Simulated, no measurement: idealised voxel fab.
process module | voxel gate over fins
cross-section cut | 250 nm wide | cells 5 nm
A cross-section is a grid of square cells, given in bands from the top down. A band is one or more rows of cells.
Each band's line starts with the height of the band's top and of its bottom, in nm. Then come its materials from left to right, each with its width in nm. One material with "throughout" fills the band from edge to edge. "air" is empty space.
Height 0 is the level under which the wafer as received is all one material. The lowest band goes on downwards, as in "0 down".
A width such as "30 to 40" changes by the same amount from each row of cells to the next, from the band's top row to its bottom row.
"no change" after a step means that no cell of the cross-section changed.
closed voids: empty space of 8 cells or more with no open way to the top, each as width x height at its distance from the left edge, in nm
after a step's settings: what the simulator itself notes on the step
overlay nm, on a step with a mask: how far to the right of its planned place the mask lay; to the left if negative
plan
1 op RECEIVE | material Si
2 op CONFORMAL_DEP | material SiN | thk nm 5
3 op PATTERN | tone cover | mask id FINS | material resist | width nm 15 | pitch nm 35 | thk nm 20 | overlay nm 0
4 op DIRECTIONAL_ETCH | etch materials SiN | depth nm 5
5 op DIRECTIONAL_ETCH | etch materials Si | depth nm 30
6 op STRIP | etch materials resist
7 op FILL_DEP | material SiO2 | thk nm 10
8 op CMP | height nm 5
9 op SELECTIVE_ETCH | etch materials SiO2 | depth nm 15
10 op STRIP | etch materials SiN
11 op CONFORMAL_DEP | material HfO2 | thk nm 5
12 op CONFORMAL_DEP | material TiN | thk nm 5
13 op FILL_DEP | material W | thk nm 15
14 op CMP | height nm 20
15 op CONFORMAL_DEP | material SiN | thk nm 5
as received, after step 1
  0 down: Si throughout
  closed voids: none
a wafer at the end: this start, this plan, one mistake
  35 to 20: SiN throughout
  20 to 10: W throughout
  10 to 5: W 70 | TiN 105 | W 75
  5 to 0: W 70 | TiN 5 | HfO2 25 | TiN 10 | HfO2 25 | TiN 10 | HfO2 25 | TiN 5 | W 75
  0 to -5: TiN 75 | HfO2 5 | Si 15 | HfO2 5 | TiN 10 | HfO2 5 | Si 15 | HfO2 5 | TiN 10 | HfO2 5 | Si 15 | HfO2 5 | TiN 80
  -5 to -10: HfO2 80 | Si 15 | HfO2 20 | Si 15 | HfO2 20 | Si 15 | HfO2 85
  -10 to -30: SiO2 80 | Si 15 | SiO2 20 | Si 15 | SiO2 20 | Si 15 | SiO2 85
  -30 down: Si throughout
  closed voids: none
what went wrong: step 15 ran as: op CONFORMAL_DEP | material SiN | thk nm 15
